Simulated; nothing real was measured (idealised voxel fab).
The name of this process module is voxel transistor to metal.
We display cut, a cross-section 195 nm in width whose square cells are each 5 nm.
Square cells in a grid make up a cross-section in this document, and the grid is given as bands, listed from the top down, each one or more rows of cells.
The band entry comprises the height of the band's top followed by the height of its bottom, expressed in nm, and subsequently the band's materials from left to right, each stated together with its width in nm. Where a single material is marked with the word "throughout", that material fills the band from edge to edge. The word "blank" represents empty space.
Basically, 0 is our baseline, since under it the wafer straight out of the box is all one material. The bottom band has no lower end and keeps on going down, so it looks like "top 0, no bottom".
Read "30->40" as a graded width: first number on top, second number at the bottom, same change between each pair of neighbouring rows.
The designation "nothing different", where it is given for a processing step, indicates that no cell of the cross-section was altered in the course of that step.
The entry "Unvented cavities" lists the empty spaces that cover at least 8 cells and have no open path to the top. Each is written as width x height at distance, where the distance is measured from the left edge and all three values are in nm.
What comes after the settings on a step's line is commentary from the simulator itself on that step.
overlay nm: where the mask lay relative to plan, measured to the right, on steps with a mask; negatives go left.
## Below is the list of planned process steps
| 1 | RECEIVE,material Si |
| 2 | CONFORMAL_DEP,material SiO2,thk nm 5 |
| 3 | CONFORMAL_DEP,material SiN,thk nm 10 |
| 4 | MASKED_ETCH,tone cover,mask id ACTIVE,width nm 115,etch materials SiN,depth nm 10,overlay nm 0 |
| 5 | MASKED_ETCH,tone cover,mask id ACTIVE,width nm 115,etch materials SiO2,depth nm 5,overlay nm 0 |
| 6 | MASKED_ETCH,tone cover,mask id ACTIVE,width nm 115,etch materials Si,depth nm 30,overlay nm 0 |
| 7 | FILL_DEP,material SiO2,thk nm 5 |
| 8 | CMP,height nm 15 |
| 9 | SELECTIVE_ETCH,etch materials SiO2,depth nm 5 |
| 10 | STRIP,etch materials SiN |
| 11 | SELECTIVE_ETCH,etch materials SiO2,depth nm 5 |
| 12 | OXIDIZE,depth nm 5 |
| 13 | DIRECTIONAL_DEP,material polySi,thk nm 20 |
| 14 | DIRECTIONAL_DEP,material SiCN,thk nm 10 |
| 15 | PATTERN,tone cover,mask id GATE,material resist,width nm 25,thk nm 15,overlay nm 0 |
| 16 | DIRECTIONAL_ETCH,etch materials SiCN,depth nm 20 |
| 17 | DIRECTIONAL_ETCH,etch materials polySi,depth nm 30 |
| 18 | STRIP,etch materials resist |
| 19 | CONFORMAL_DEP,material SiO2,thk nm 5 |
| 20 | DIRECTIONAL_ETCH,etch materials SiO2,depth nm 5 |
| 21 | CONFORMAL_DEP,material SiN,thk nm 10 |
| 22 | DIRECTIONAL_ETCH,etch materials SiN,depth nm 10 |
| 23 | DIRECTIONAL_ETCH,etch materials SiO2,depth nm 5 |
| 24 | DIRECTIONAL_ETCH,etch materials Si,depth nm 15 |
| 25 | EPI,material SiGe,thk nm 15 |
| 26 | FILL_DEP,material SiO2,thk nm 5 |
| 27 | CMP,height nm 20 |
| 28 | STRIP,etch materials polySi |
| 29 | SELECTIVE_ETCH,etch materials SiO2,depth nm 5 |
| 30 | CONFORMAL_DEP,material HfO2,thk nm 5 |
| 31 | CONFORMAL_DEP,material TiN,thk nm 5 |
| 32 | FILL_DEP,material W,thk nm 10 |
| 33 | CMP,height nm 15 |
| 34 | DIRECTIONAL_DEP,material SiO2,thk nm 15 |
| 35 | MASKED_ETCH,tone open,mask id CONTACT,width nm 15,pitch nm 80,etch materials SiO2,depth nm 20,overlay nm 0 |
| 36 | CONFORMAL_DEP,material TiN,thk nm 5 |
| 37 | FILL_DEP,material W,thk nm 10 |
| 38 | CMP,height nm 30 |
| 39 | CONFORMAL_DEP,material SiCN,thk nm 5 |
| 40 | DIRECTIONAL_DEP,material SiO2,thk nm 25 |
| 41 | MASKED_ETCH,tone open,mask id METAL_1,width nm 15,pitch nm 80,etch materials SiO2,depth nm 25,overlay nm 0 |
| 42 | MASKED_ETCH,tone open,mask id METAL_1,width nm 15,pitch nm 80,etch materials SiCN,depth nm 5,overlay nm 0 |
| 43 | CONFORMAL_DEP,material TiN,thk nm 5 |
| 44 | FILL_DEP,material Cu,thk nm 5 |
| 45 | CMP,height nm 60 |
| 46 | CONFORMAL_DEP,material SiCN,thk nm 5 |
| 47 | DIRECTIONAL_DEP,material lowk,thk nm 25 |
| 48 | MASKED_ETCH,tone open,mask id METAL_2,width nm 15,pitch nm 80,etch materials lowk,depth nm 15,overlay nm 0 |
| 49 | DIRECTIONAL_DEP,material aC,thk nm 10 |
| 50 | PATTERN,tone open,mask id METAL_2_HOLES,material resist,width nm 15,pitch nm 80,thk nm 30,overlay nm 0 |
| 51 | DIRECTIONAL_ETCH,etch materials aC,depth nm 10 |
| 52 | STRIP,etch materials resist |
| 53 | DIRECTIONAL_ETCH,etch materials lowk,depth nm 10 |
| 54 | DIRECTIONAL_ETCH,etch materials SiCN,depth nm 5 |
| 55 | STRIP,etch materials aC |
| 56 | CONFORMAL_DEP,material TiN,thk nm 5 |
| 57 | FILL_DEP,material Cu,thk nm 10 |
| 58 | CMP,height nm 90 |
| 59 | CONFORMAL_DEP,material SiN,thk nm 5 |
## Incoming wafer in cross-section (state: after step 1)
    top 0, no bottom: Si throughout
    Unvented cavities: none
## Below is the wafer in cross-section after the module was completed. It began from the starting point shown above and followed the plan shown above, except that one mistake was made while running it
    top 95, bottom 90: SiN throughout
    top 90, bottom 65: lowk: 50, then TiN: 5, then Cu: 5, then TiN: 5, then lowk: 65, then TiN: 5, then Cu: 5, then TiN: 5, then lowk: 50
    top 65, bottom 60: SiCN: 50, then TiN: 15, then SiCN: 65, then TiN: 15, then SiCN: 50
    top 60, bottom 35: SiO2: 50, then TiN: 5, then Cu: 5, then TiN: 5, then SiO2: 65, then TiN: 5, then Cu: 5, then TiN: 5, then SiO2: 50
    top 35, bottom 30: SiCN: 50, then TiN: 15, then SiCN: 65, then TiN: 15, then SiCN: 50
    top 30, bottom 15: SiO2: 50, then TiN: 5, then W: 5, then TiN: 5, then SiO2: 65, then TiN: 5, then W: 5, then TiN: 5, then SiO2: 50
    top 15, bottom 10: SiO2: 50, then TiN: 15, then SiO2: 10, then SiN: 10, then HfO2: 5, then TiN: 5, then W: 15, then TiN: 5, then HfO2: 5, then SiN: 10, then TiN: 15, then SiO2: 50
    top 10, bottom 5: SiO2: 45, then SiGe: 30, then SiN: 10, then HfO2: 5, then TiN: 5, then W: 15, then TiN: 5, then HfO2: 5, then SiN: 10, then SiGe: 20, then SiO2: 45
    top 5, bottom 0: SiO2: 40, then SiN: 10, then SiGe: 25, then SiN: 10, then HfO2: 5, then TiN: 25, then HfO2: 5, then SiN: 10, then SiGe: 15, then SiN: 10, then SiO2: 40
    top 0, bottom -5: SiO2: 50, then SiGe: 25, then SiO2: 10, then HfO2: 35, then SiO2: 10, then SiGe: 15, then SiO2: 50
    top -5, bottom -20: SiO2: 40, then Si: 10, then SiGe: 25, then Si: 55, then SiGe: 15, then Si: 10, then SiO2: 40
    top -20, bottom -30: SiO2: 40, then Si: 115, then SiO2: 40
    top -30, no bottom: Si throughout
    Unvented cavities: none
Short version of what went wrong: step 15 went in with a setting other than planned; the actual run was PATTERN,tone cover,mask id GATE,material resist,width nm 25,thk nm 15,overlay nm 5
